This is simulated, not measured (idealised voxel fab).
process module | voxel transistor to metal
cross-section cut | 285 nm wide | cells 5 nm
A cross-section is a grid of square cells, given in bands from the top down. A band is one or more rows of cells.
Each band's line starts with the height of the band's top and of its bottom, in nm. Then come its materials from left to right, each with its width in nm. One material with "throughout" fills the band from edge to edge. "air" is empty space.
Height 0 is the level under which the wafer as received is all one material. The lowest band goes on downwards, as in "0 down".
A width such as "30 to 40" changes by the same amount from each row of cells to the next, from the band's top row to its bottom row.
"no change" after a step means that no cell of the cross-section changed.
closed voids: empty space of 8 cells or more with no open way to the top, each as width x height at its distance from the left edge, in nm
after a step's settings: what the simulator itself notes on the step
overlay nm, on a step with a mask: how far to the right of its planned place the mask lay; to the left if negative
plan
1 op RECEIVE | material Si
2 op CONFORMAL_DEP | material SiO2 | thk nm 5
3 op CONFORMAL_DEP | material SiN | thk nm 10
4 op PATTERN | tone cover | mask id ACTIVE | material resist | width nm 110 | pitch nm 135 | thk nm 20 | overlay nm 0
5 op DIRECTIONAL_ETCH | etch materials SiN | depth nm 10
6 op DIRECTIONAL_ETCH | etch materials SiO2 | depth nm 5
7 op DIRECTIONAL_ETCH | etch materials Si | depth nm 25
8 op STRIP | etch materials resist
9 op FILL_DEP | material SiO2 | thk nm 5
10 op CMP | height nm 15
11 op SELECTIVE_ETCH | etch materials SiO2 | depth nm 5
12 op STRIP | etch materials SiN
13 op SELECTIVE_ETCH | etch materials SiO2 | depth nm 5
14 op OXIDIZE | depth nm 5
15 op DIRECTIONAL_DEP | material polySi | thk nm 30
16 op DIRECTIONAL_DEP | material SiCN | thk nm 10
17 op MASKED_ETCH | tone cover | mask id GATE | width nm 20 | pitch nm 135 | etch materials SiCN | depth nm 20 | overlay nm 0
18 op MASKED_ETCH | tone cover | mask id GATE | width nm 20 | pitch nm 135 | etch materials polySi | depth nm 40 | overlay nm -10
19 op CONFORMAL_DEP | material SiO2 | thk nm 5
20 op DIRECTIONAL_ETCH | etch materials SiO2 | depth nm 5
21 op CONFORMAL_DEP | material SiN | thk nm 10
22 op DIRECTIONAL_ETCH | etch materials SiN | depth nm 10
23 op DIRECTIONAL_ETCH | etch materials SiO2 | depth nm 5
24 op EPI | material SiGe | thk nm 5
25 op FILL_DEP | material SiO2 | thk nm 5
26 op CMP | height nm 40
27 op DIRECTIONAL_DEP | material SiO2 | thk nm 15
28 op PATTERN | tone open | mask id CONTACT | material resist | width nm 30 | thk nm 20 | overlay nm 0
29 op DIRECTIONAL_ETCH | etch materials SiO2 | depth nm 55
30 op STRIP | etch materials resist
31 op CONFORMAL_DEP | material TiN | thk nm 5
32 op FILL_DEP | material W | thk nm 5
33 op CMP | height nm 55
34 op DIRECTIONAL_DEP | material TiN | thk nm 5
35 op DIRECTIONAL_DEP | material Ru | thk nm 25
36 op PATTERN | tone cover | mask id METAL_1 | material resist | width nm 20 | thk nm 15 | overlay nm 0
37 op DIRECTIONAL_ETCH | etch materials Ru | depth nm 25
38 op DIRECTIONAL_ETCH | etch materials TiN | depth nm 5
39 op STRIP | etch materials resist
40 op FILL_DEP | material SiO2 | thk nm 5
41 op CMP | height nm 85
42 op CONFORMAL_DEP | material SiCN | thk nm 5
varied across the wafers: overlay nm of step 18. The plan shows the first wafer's value. All wafers start alike
first wafer as received, after step 1
  0 down: Si throughout
  closed voids: none
each wafer at the end: cells of each material gained (+) or lost (-) since it was received, then its closed voids
overlay nm -10 | +80 Ru | -109 Si | +73 SiCN | +12 SiGe | +72 SiN | +634 SiO2 | +120 TiN | +72 W | +72 polySi | closed voids: none
overlay nm -5 | +80 Ru | -109 Si | +73 SiCN | +14 SiGe | +72 SiN | +632 SiO2 | +120 TiN | +84 W | +60 polySi | closed voids: none
overlay nm 0 | +80 Ru | -109 Si | +73 SiCN | +16 SiGe | +72 SiN | +630 SiO2 | +120 TiN | +96 W | +48 polySi | closed voids: none
overlay nm 5 | +80 Ru | -109 Si | +73 SiCN | +14 SiGe | +72 SiN | +632 SiO2 | +120 TiN | +84 W | +60 polySi | closed voids: none
overlay nm 10 | +80 Ru | -109 Si | +73 SiCN | +12 SiGe | +72 SiN | +634 SiO2 | +120 TiN | +72 W | +72 polySi | closed voids: none
